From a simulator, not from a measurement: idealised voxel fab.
Process module in this document: voxel spacer lines
Square cells of 5 nm make up the cross-section cut, whose width is 260 nm.
Bands, listed from the top down, are how a cross-section gets written in this document; the cross-section itself is a grid of square cells, and a band is one or more rows of them. Top, bottom (nm), then materials left to right with widths (nm); lone material tagged "all across" fills the whole band edge to edge; "blank" = empty space. Height is counted from the level 0, under which the received wafer is composed throughout of one material. The lowest of the bands is not closed at the bottom but continues downward, in the notation "0 down". It should be noted that a width expressed as "30->40" varies in equal increments from row to row of cells within the band, taking the value of the first number at the top row and that of the second number at the bottom row. Key: "no alteration" - step with no changed cell in the cross-section. "Closed void entries" - sealed voids, min. 8 cells, no opening to top; format: width x height at distance (distance from left edge; nm throughout). The remark found on a step's line after its settings is issued by the simulator itself and pertains to that step. The line of a step may include "overlay nm". On a step with a mask, this value is how far to the right of its planned place the mask lay. A negative value means the mask lay to the left.
[This section lists the process steps that were planned]
- 1: RECEIVE, material Si
- 2: CONFORMAL_DEP, material Al2O3, thk nm 10
- 3: DIRECTIONAL_DEP, material W, thk nm 10
- 4: DIRECTIONAL_DEP, material aC, thk nm 30
- 5: PATTERN, tone cover, mask id MANDREL, material resist, width nm 20, pitch nm 60, thk nm 40, overlay nm 0
- 6: DIRECTIONAL_ETCH, etch materials aC, depth nm 30
- 7: STRIP, etch materials resist
- 8: CONFORMAL_DEP, material SiO2, thk nm 10
- 9: DIRECTIONAL_ETCH, etch materials SiO2, depth nm 10
- 10: STRIP, etch materials aC
- 11: DIRECTIONAL_ETCH, etch materials W, depth nm 10
- 12: STRIP, etch materials SiO2
- 13: FILL_DEP, material lowk, thk nm 5
- 14: CMP, height nm 20
[Cross-section of the wafer as it came to us, i.e., already through step 1]
    0 down = Si all across
    Closed void entries: none
[The first of the two wafers as seen in cross-section once the module was finished; processing followed the plan]
    20 to 10 = lowk=50, then W=10, then lowk=20, then W=10, then lowk=20, then W=10, then lowk=20, then W=10, then lowk=20, then W=10, then lowk=20, then W=10, then lowk=50
    10 to 0 = Al2O3 all across
    0 down = Si all across
    Closed void entries: none
[Wafer two cross-section, module end. Start and plan unchanged from wafer one; one mistake made during the run]
    20 to 15 = lowk=50, then W=10, then lowk=20, then W=10, then lowk=20, then W=10, then lowk=20, then W=10, then lowk=20, then W=10, then lowk=20, then W=10, then lowk=50
    15 to 0 = Al2O3 all across
    0 down = Si all across
    Closed void entries: none
Finding, execution versus plan: step 2 ran as: CONFORMAL_DEP, material Al2O3, thk nm 15
Looking at both finished wafers in cells, the second ends up ahead of or behind the first on some materials: 52 more of Al2O3 | 12 fewer of W | 40 fewer of lowk
